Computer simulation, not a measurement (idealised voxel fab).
Process module heading - voxel plated lines
Pictured: cross-section cut, 215 nm wide, on a grid of 5 nm square cells.
A cross-section is a grid of square cells, given in bands from the top down. A band is one or more rows of cells.
Per band: top height and bottom height in nm, followed by the left-to-right materials and their widths in nm; "everywhere" marks a single material spanning edge to edge, "air" marks empty space.
Height reference: 0 = level under which incoming wafer is all one material. Lowest band: no bottom, runs on downward, e.g. "top 0, no bottom".
Think of "30 to 40" as a width that walks from the first number to the second as you go down the band, top row to bottom row, taking equal-sized steps from row to row.
What does "no modifications" mean for a step? It means no cell of the cross-section changed in that step.
So "Completely enclosed voids" is basically the list of trapped voids: any empty space of 8 cells or more that can't reach the top through an opening. They're written width x height at distance, the distance being from the left edge, and it's all nm.
Text after the settings on a step's line: the simulator's own remark on that step.
What "overlay nm" on a step's line means: if the step has a mask, that mask lay this far to the right of its planned place, or, when the value is negative, to the left.
## Planned process steps
- 1: RECEIVE,material Si
- 2: CONFORMAL_DEP,material SiN,thk nm 15
- 3: DIRECTIONAL_DEP,material TiN,thk nm 5
- 4: PATTERN,tone open,mask id LINES,material resist,width nm 25,pitch nm 55,thk nm 30,overlay nm 0
- 5: EPI,material Ru,thk nm 5
- 6: EPI,material Ru,thk nm 5
- 7: STRIP,etch materials resist
- 8: DIRECTIONAL_ETCH,etch materials TiN,depth nm 5
- 9: CONFORMAL_DEP,material SiO2,thk nm 5
## First of two wafers, with the run carried out as planned
## Incoming wafer, cross-sectional view, post step 1
- top 0, no bottom  Si everywhere
- Completely enclosed voids: none
## Sectional view: wafer, after step 2
- top 15, bottom 0  SiN everywhere
- Beneath the level 0, the cross-section is identical to its previous state.
## Sectional view: wafer, after step 3
- top 20, bottom 15  TiN everywhere
- Beneath the level 15, the cross-section is identical to its previous state.
## Sectional view: wafer, after step 4
- top 50, bottom 20  resist=40; air=25; resist=30; air=25; resist=30; air=25; resist=40
- Beneath the level 20, the cross-section is identical to its previous state.
## Sectional view: wafer, after step 5
- top 50, bottom 25  resist=40; air=25; resist=30; air=25; resist=30; air=25; resist=40
- top 25, bottom 20  resist=40; Ru=25; resist=30; Ru=25; resist=30; Ru=25; resist=40
- Beneath the level 20, the cross-section is identical to its previous state.
## Sectional view: wafer, after step 6
- top 50, bottom 30  resist=40; air=25; resist=30; air=25; resist=30; air=25; resist=40
- top 30, bottom 20  resist=40; Ru=25; resist=30; Ru=25; resist=30; Ru=25; resist=40
- Beneath the level 20, the cross-section is identical to its previous state.
## Sectional view: wafer, after step 7
- top 30, bottom 20  air=40; Ru=25; air=30; Ru=25; air=30; Ru=25; air=40
- Beneath the level 20, the cross-section is identical to its previous state.
## Sectional view: wafer, after step 8
- top 30, bottom 20  air=40; Ru=25; air=30; Ru=25; air=30; Ru=25; air=40
- top 20, bottom 15  air=40; TiN=25; air=30; TiN=25; air=30; TiN=25; air=40
- Beneath the level 15, the cross-section is identical to its previous state.
## Sectional view: wafer, after step 9
- top 35, bottom 30  air=35; SiO2=35; air=20; SiO2=35; air=20; SiO2=35; air=35
- top 30, bottom 20  air=35; SiO2=5; Ru=25; SiO2=5; air=20; SiO2=5; Ru=25; SiO2=5; air=20; SiO2=5; Ru=25; SiO2=5; air=35
- top 20, bottom 15  SiO2=40; TiN=25; SiO2=30; TiN=25; SiO2=30; TiN=25; SiO2=40
- Beneath the level 15, the cross-section is identical to its previous state.
## The second wafer: identical to the first at the outset and in its planned sequence, differing only in that one mistake was made during processing; up to and including step 3, its path is the first wafer's path
## Cross-sectional representation of the second wafer at the time designated in the plan for the completion of step 4
- top 50, bottom 20  air=40; resist=25; air=30; resist=25; air=30; resist=25; air=40
- Beneath the level 20, the cross-section is identical to its previous state.
## Cross-sectional representation of the second wafer at the time designated in the plan for the completion of step 5
- top 50, bottom 25  air=40; resist=25; air=30; resist=25; air=30; resist=25; air=40
- top 25, bottom 20  Ru=40; resist=25; Ru=30; resist=25; Ru=30; resist=25; Ru=40
- Beneath the level 20, the cross-section is identical to its previous state.
## Cross-sectional representation of the second wafer at the time designated in the plan for the completion of step 6
- top 50, bottom 30  air=40; resist=25; air=30; resist=25; air=30; resist=25; air=40
- top 30, bottom 20  Ru=40; resist=25; Ru=30; resist=25; Ru=30; resist=25; Ru=40
- Beneath the level 20, the cross-section is identical to its previous state.
## Cross-sectional representation of the second wafer at the time designated in the plan for the completion of step 7
- top 30, bottom 20  Ru=40; air=25; Ru=30; air=25; Ru=30; air=25; Ru=40
- Beneath the level 20, the cross-section is identical to its previous state.
## Cross-sectional representation of the second wafer at the time designated in the plan for the completion of step 8
- top 30, bottom 20  Ru=40; air=25; Ru=30; air=25; Ru=30; air=25; Ru=40
- top 20, bottom 15  TiN=40; air=25; TiN=30; air=25; TiN=30; air=25; TiN=40
- Beneath the level 15, the cross-section is identical to its previous state.
## Cross-sectional representation of the second wafer at the time designated in the plan for the completion of step 9
- top 35, bottom 30  SiO2=45; air=15; SiO2=40; air=15; SiO2=40; air=15; SiO2=45
- top 30, bottom 20  Ru=40; SiO2=5; air=15; SiO2=5; Ru=30; SiO2=5; air=15; SiO2=5; Ru=30; SiO2=5; air=15; SiO2=5; Ru=40
- top 20, bottom 15  TiN=40; SiO2=25; TiN=30; SiO2=25; TiN=30; SiO2=25; TiN=40
- Beneath the level 15, the cross-section is identical to its previous state.
Error vs. plan: step 4 went in with a setting other than planned; the actual run was PATTERN,tone cover,mask id LINES,material resist,width nm 25,pitch nm 55,thk nm 30,overlay nm 0
Looking at both finished wafers in cells, the second ends up ahead of or behind the first on some materials: +26 Ru, +13 TiN
